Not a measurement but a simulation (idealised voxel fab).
The document below concerns the process module designated voxel transistor to metal.
Square cell edge 5 nm, section width 145 nm, ID cut.
Reading order for cross-sections: top band down to bottom band. Underlying form: a grid of square cells. Band size: one or more rows of cells.
For a band, the entry starts with two heights in nm, that of the top and then that of the bottom, and carries on with the band's materials in order from left to right, each alongside its width in nm; the word "full width" beside a single material means it fills the band edge to edge, and "air" means empty space.
Height reference: 0 = level under which incoming wafer is all one material. Lowest band: no bottom, runs on downward, e.g. "0..down".
The expression "30..40" gives the width at the extremes of the band, the first number at its top row of cells and the second at its bottom row, with the width changing by equal amounts from each row to the next in between.
No cell of the cross-section changed in a step that is given as "no alterations made".
The list in "Closed empty spaces" covers empty spaces of 8 cells or more that cannot reach the top through any open way, and it gives each as width x height at distance; the distance is from the left edge, and width, height and distance are in nm.
Anything after a step's settings on that line? It's the simulator's own note about the step.
overlay nm: on a step with a mask, how far right of its planned place the mask lay; negative means left.

**Below is the list of planned process steps**
1) RECEIVE: material Si
2) OXIDIZE: depth nm 5
3) CONFORMAL_DEP: material SiN, thk nm 10
4) DIRECTIONAL_DEP: material aC, thk nm 10
5) PATTERN: tone cover, mask id ACTIVE, material resist, width nm 115, thk nm 25, overlay nm 0
6) DIRECTIONAL_ETCH: etch materials aC, depth nm 10
7) STRIP: etch materials resist
8) DIRECTIONAL_ETCH: etch materials SiN, depth nm 10
9) DIRECTIONAL_ETCH: etch materials SiO2, depth nm 5
10) DIRECTIONAL_ETCH: etch materials Si, depth nm 20
11) STRIP: etch materials aC
12) FILL_DEP: material SiO2, thk nm 5
13) CMP: height nm 10
14) SELECTIVE_ETCH: etch materials SiO2, depth nm 5
15) STRIP: etch materials SiN
16) SELECTIVE_ETCH: etch materials SiO2, depth nm 5
17) OXIDIZE: depth nm 5
18) DIRECTIONAL_DEP: material polySi, thk nm 30
19) DIRECTIONAL_DEP: material SiCN, thk nm 15
20) PATTERN: tone cover, mask id GATE, material resist, width nm 25, thk nm 20, overlay nm 0
21) DIRECTIONAL_ETCH: etch materials SiCN, depth nm 25
22) DIRECTIONAL_ETCH: etch materials polySi, depth nm 40
23) STRIP: etch materials resist
24) CONFORMAL_DEP: material SiN, thk nm 5
25) DIRECTIONAL_ETCH: etch materials SiN, depth nm 5
26) DIRECTIONAL_ETCH: etch materials SiO2, depth nm 5
27) DIRECTIONAL_ETCH: etch materials Si, depth nm 10
28) EPI: material pSi, thk nm 10
29) FILL_DEP: material SiO2, thk nm 5
30) CMP: height nm 25
31) STRIP: etch materials polySi
32) SELECTIVE_ETCH: etch materials SiO2, depth nm 5
33) CONFORMAL_DEP: material HfO2, thk nm 5
34) CONFORMAL_DEP: material TiN, thk nm 5
35) FILL_DEP: material W, thk nm 10
36) CMP: height nm 20
37) DIRECTIONAL_DEP: material SiO2, thk nm 15
38) DIRECTIONAL_DEP: material aC, thk nm 15
39) PATTERN: tone open, mask id CONTACT, material resist, width nm 20, pitch nm 75, thk nm 35, overlay nm 0
40) DIRECTIONAL_ETCH: etch materials aC, depth nm 15
41) STRIP: etch materials resist
42) DIRECTIONAL_ETCH: etch materials SiO2, depth nm 45
43) STRIP: etch materials aC
44) CONFORMAL_DEP: material TiN, thk nm 5
45) FILL_DEP: material W, thk nm 10
46) CMP: height nm 35
47) CONFORMAL_DEP: material SiCN, thk nm 5
48) DIRECTIONAL_DEP: material lowk, thk nm 15
49) MASKED_ETCH: tone open, mask id METAL_1, width nm 20, pitch nm 75, etch materials lowk, depth nm 15, overlay nm 0
50) MASKED_ETCH: tone open, mask id METAL_1, width nm 20, pitch nm 75, etch materials SiCN, depth nm 5, overlay nm 0
51) CONFORMAL_DEP: material TiN, thk nm 5
52) FILL_DEP: material Ru, thk nm 10
53) CMP: height nm 55
54) EPI: material Ru, thk nm 5
55) FILL_DEP: material SiCN, thk nm 5

**As received (post step 1): cross-section**
	0..down | Si full width
	Closed empty spaces: none

**First of two wafers at the end of the module, shown in cross-section; run carried out as planned**
	65..60 | SiCN full width
	60..55 | 20 of SiCN, then 30 of Ru, then 45 of SiCN, then 30 of Ru, then 20 of SiCN
	55..40 | 25 of lowk, then 5 of TiN, then 10 of Ru, then 5 of TiN, then 55 of lowk, then 5 of TiN, then 10 of Ru, then 5 of TiN, then 25 of lowk
	40..35 | 25 of SiCN, then 20 of TiN, then 55 of SiCN, then 20 of TiN, then 25 of SiCN
	35..20 | 25 of SiO2, then 5 of TiN, then 10 of W, then 5 of TiN, then 55 of SiO2, then 5 of TiN, then 10 of W, then 5 of TiN, then 25 of SiO2
	20..0 | 25 of SiO2, then 5 of TiN, then 10 of W, then 5 of TiN, then 10 of SiO2, then 5 of SiN, then 5 of HfO2, then 5 of TiN, then 5 of W, then 5 of TiN, then 5 of HfO2, then 5 of SiN, then 10 of SiO2, then 5 of TiN, then 10 of W, then 5 of TiN, then 25 of SiO2
	0..-5 | 10 of SiO2, then 5 of SiN, then 10 of SiO2, then 5 of TiN, then 10 of W, then 5 of TiN, then 10 of pSi, then 5 of SiN, then 5 of HfO2, then 15 of TiN, then 5 of HfO2, then 5 of SiN, then 10 of pSi, then 5 of TiN, then 10 of W, then 5 of TiN, then 10 of SiO2, then 5 of SiN, then 10 of SiO2
	-5..-10 | 25 of SiO2, then 20 of TiN, then 10 of pSi, then 35 of HfO2, then 10 of pSi, then 20 of TiN, then 25 of SiO2
	-10..-20 | 15 of SiO2, then 40 of pSi, then 35 of Si, then 40 of pSi, then 15 of SiO2
	-20..-25 | 15 of SiO2, then 115 of Si, then 15 of SiO2
	-25..down | Si full width
	Closed empty spaces: none

**Wafer two (of two), end-of-module cross-section: start = wafer one, plan = wafer one, one run mistake**
	65..60 | SiCN full width
	60..55 | 20 of SiCN, then 30 of Ru, then 45 of SiCN, then 30 of Ru, then 20 of SiCN
	55..40 | 25 of lowk, then 5 of TiN, then 10 of Ru, then 5 of TiN, then 55 of lowk, then 5 of TiN, then 10 of Ru, then 5 of TiN, then 25 of lowk
	40..35 | 25 of SiCN, then 20 of TiN, then 55 of SiCN, then 20 of TiN, then 25 of SiCN
	35..20 | 25 of SiO2, then 5 of TiN, then 10 of W, then 5 of TiN, then 55 of SiO2, then 5 of TiN, then 10 of W, then 5 of TiN, then 25 of SiO2
	20..5 | 25 of SiO2, then 5 of TiN, then 10 of W, then 5 of TiN, then 5 of SiO2, then 5 of SiN, then 5 of HfO2, then 5 of TiN, then 5 of W, then 5 of TiN, then 5 of HfO2, then 5 of SiN, then 15 of SiO2, then 5 of TiN, then 10 of W, then 5 of TiN, then 25 of SiO2
	5..0 | 25 of SiO2, then 5 of TiN, then 5 of W, then 10 of TiN, then 5 of SiO2, then 5 of SiN, then 5 of HfO2, then 5 of TiN, then 5 of W, then 5 of TiN, then 5 of HfO2, then 5 of SiN, then 15 of SiO2, then 5 of TiN, then 10 of W, then 5 of TiN, then 25 of SiO2
	0..-5 | 10 of SiO2, then 5 of SiN, then 10 of SiO2, then 5 of TiN, then 5 of W, then 5 of TiN, then 10 of pSi, then 5 of SiN, then 5 of HfO2, then 15 of TiN, then 5 of HfO2, then 5 of SiN, then 10 of pSi, then 5 of SiO2, then 5 of TiN, then 10 of W, then 5 of TiN, then 10 of SiO2, then 5 of SiN, then 10 of SiO2
	-5..-10 | 25 of SiO2, then 15 of TiN, then 10 of pSi, then 35 of HfO2, then 10 of pSi, then 5 of SiO2, then 20 of TiN, then 25 of SiO2
	-10..-20 | 15 of SiO2, then 35 of pSi, then 35 of Si, then 45 of pSi, then 15 of SiO2
	-20..-25 | 15 of SiO2, then 115 of Si, then 15 of SiO2
	-25..down | Si full width
	Closed empty spaces: none
It is concluded that the wafer was processed incorrectly with respect to the plan, in that step 20 did not happen as planned, as run it was PATTERN: tone cover, mask id GATE, material resist, width nm 25, thk nm 20, overlay nm -5
Final cells, second wafer relative to first, materials higher or lower: +2 SiO2; -2 W
